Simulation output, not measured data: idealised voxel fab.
process module | voxel capacitor over wiring
cross-section cut | 195 nm wide | cells 5 nm
A cross-section is a grid of square cells, given in bands from the top down. A band is one or more rows of cells.
Each band's line starts with the height of the band's top and of its bottom, in nm. Then come its materials from left to right, each with its width in nm. One material with "throughout" fills the band from edge to edge. "air" is empty space.
Height 0 is the level under which the wafer as received is all one material. The lowest band goes on downwards, as in "0 down".
A width such as "30 to 40" changes by the same amount from each row of cells to the next, from the band's top row to its bottom row.
"no change" after a step means that no cell of the cross-section changed.
closed voids: empty space of 8 cells or more with no open way to the top, each as width x height at its distance from the left edge, in nm
after a step's settings: what the simulator itself notes on the step
overlay nm, on a step with a mask: how far to the right of its planned place the mask lay; to the left if negative
plan
1 op RECEIVE | material Si
2 op CONFORMAL_DEP | material SiO2 | thk nm 15
3 op CONFORMAL_DEP | material SiN | thk nm 5
4 op DIRECTIONAL_DEP | material SiO2 | thk nm 20
5 op DIRECTIONAL_DEP | material aC | thk nm 15
6 op PATTERN | tone open | mask id METAL_1 | material resist | width nm 25 | pitch nm 75 | thk nm 35 | overlay nm 0
7 op DIRECTIONAL_ETCH | etch materials aC | depth nm 15
8 op STRIP | etch materials resist
9 op DIRECTIONAL_ETCH | etch materials SiO2 | depth nm 20
10 op DIRECTIONAL_ETCH | etch materials SiN | depth nm 5
11 op STRIP | etch materials aC
12 op CONFORMAL_DEP | material TiN | thk nm 5
13 op FILL_DEP | material Ru | thk nm 5
14 op CMP | height nm 40
15 op CONFORMAL_DEP | material SiCN | thk nm 5
16 op DIRECTIONAL_DEP | material lowk | thk nm 10
17 op MASKED_ETCH | tone open | mask id PLUG_1 | width nm 15 | etch materials lowk | depth nm 10 | overlay nm 0
18 op MASKED_ETCH | tone open | mask id PLUG_1 | width nm 15 | etch materials SiCN | depth nm 5 | overlay nm -15
19 op EPI | material Ru | thk nm 10
20 op EPI | material Ru | thk nm 5
21 op DIRECTIONAL_DEP | material TiN | thk nm 10
22 op DIRECTIONAL_DEP | material HfO2 | thk nm 5
23 op DIRECTIONAL_DEP | material TiN | thk nm 10
24 op PATTERN | tone cover | mask id UPPER_PLATE | material resist | width nm 55 | thk nm 15 | overlay nm 0
25 op DIRECTIONAL_ETCH | etch materials TiN | depth nm 10
26 op DIRECTIONAL_ETCH | etch materials HfO2 | depth nm 5
27 op STRIP | etch materials resist
28 op PATTERN | tone cover | mask id LOWER_PLATE | material resist | width nm 65 | thk nm 15 | overlay nm 0
29 op DIRECTIONAL_ETCH | etch materials TiN | depth nm 10
30 op STRIP | etch materials resist
31 op FILL_DEP | material SiO2 | thk nm 20
32 op CMP | height nm 95
33 op PATTERN | tone open | mask id PLUG_2 | material resist | width nm 15 | thk nm 20 | overlay nm 0
34 op DIRECTIONAL_ETCH | etch materials SiO2 | depth nm 15
35 op STRIP | etch materials resist
36 op CONFORMAL_DEP | material TiN | thk nm 5
37 op FILL_DEP | material Ru | thk nm 5
38 op CMP | height nm 95
39 op CONFORMAL_DEP | material SiCN | thk nm 5
varied across the wafers: overlay nm of step 18. The plan shows the first wafer's value. All wafers start alike
first wafer as received, after step 1
  0 down: Si throughout
  closed voids: none
first wafer at the end, after step 39
  100 to 95: SiCN throughout
  95 to 85: SiO2 65 | TiN 5 | Ru 5 | TiN 5 | SiO2 115
  85 to 80: SiO2 65 | TiN 15 | SiO2 115
  80 to 70: SiO2 70 | TiN 40 | SiO2 85
  70 to 65: SiO2 55 | TiN 15 | HfO2 40 | SiO2 85
  65 to 60: SiO2 50 | TiN 65 | SiO2 80
  60 to 55: SiO2 50 | TiN 5 | HfO2 15 | TiN 45 | SiO2 80
  55 to 45: lowk 55 | TiN 15 | lowk 125
  45 to 40: SiCN throughout
  40 to 20: SiO2 45 | TiN 5 | Ru 15 | TiN 5 | SiO2 50 | TiN 5 | Ru 15 | TiN 5 | SiO2 50
  20 to 15: SiN 45 | TiN 25 | SiN 50 | TiN 25 | SiN 50
  15 to 0: SiO2 throughout
  0 down: Si throughout
  closed voids: none
last wafer at the end
  100 to 95: SiCN throughout
  95 to 85: SiO2 65 | TiN 5 | Ru 5 | TiN 5 | SiO2 115
  85 to 80: SiO2 65 | TiN 15 | SiO2 115
  80 to 70: SiO2 70 | TiN 40 | SiO2 85
  70 to 65: SiO2 55 | TiN 15 | HfO2 40 | SiO2 85
  65 to 60: SiO2 50 | TiN 65 | SiO2 80
  60 to 55: SiO2 50 | TiN 5 | HfO2 15 | TiN 45 | SiO2 80
  55 to 45: lowk 55 | TiN 15 | lowk 125
  45 to 40: SiCN throughout
  40 to 20: SiO2 45 | TiN 5 | Ru 15 | TiN 5 | SiO2 50 | TiN 5 | Ru 15 | TiN 5 | SiO2 50
  20 to 15: SiN 45 | TiN 25 | SiN 50 | TiN 25 | SiN 50
  15 to 0: SiO2 throughout
  0 down: Si throughout
  closed voids: none
each wafer at the end: cells of each material gained (+) or lost (-) since it was received, then its closed voids
overlay nm -15 | +11 HfO2 | +26 Ru | +78 SiCN | +29 SiN | +483 SiO2 | +81 TiN | +72 lowk | closed voids: none
overlay nm -10 | +11 HfO2 | +33 Ru | +77 SiCN | +29 SiN | +477 SiO2 | +81 TiN | +72 lowk | closed voids: none
overlay nm -5 | +11 HfO2 | +34 Ru | +76 SiCN | +29 SiN | +477 SiO2 | +81 TiN | +72 lowk | closed voids: none
overlay nm 0 | +11 HfO2 | +35 Ru | +75 SiCN | +29 SiN | +477 SiO2 | +81 TiN | +72 lowk | closed voids: none
overlay nm 5 | +11 HfO2 | +34 Ru | +76 SiCN | +29 SiN | +477 SiO2 | +81 TiN | +72 lowk | closed voids: none
overlay nm 10 | +11 HfO2 | +33 Ru | +77 SiCN | +29 SiN | +477 SiO2 | +81 TiN | +72 lowk | closed voids: none
overlay nm 15 | +11 HfO2 | +26 Ru | +78 SiCN | +29 SiN | +483 SiO2 | +81 TiN | +72 lowk | closed voids: none
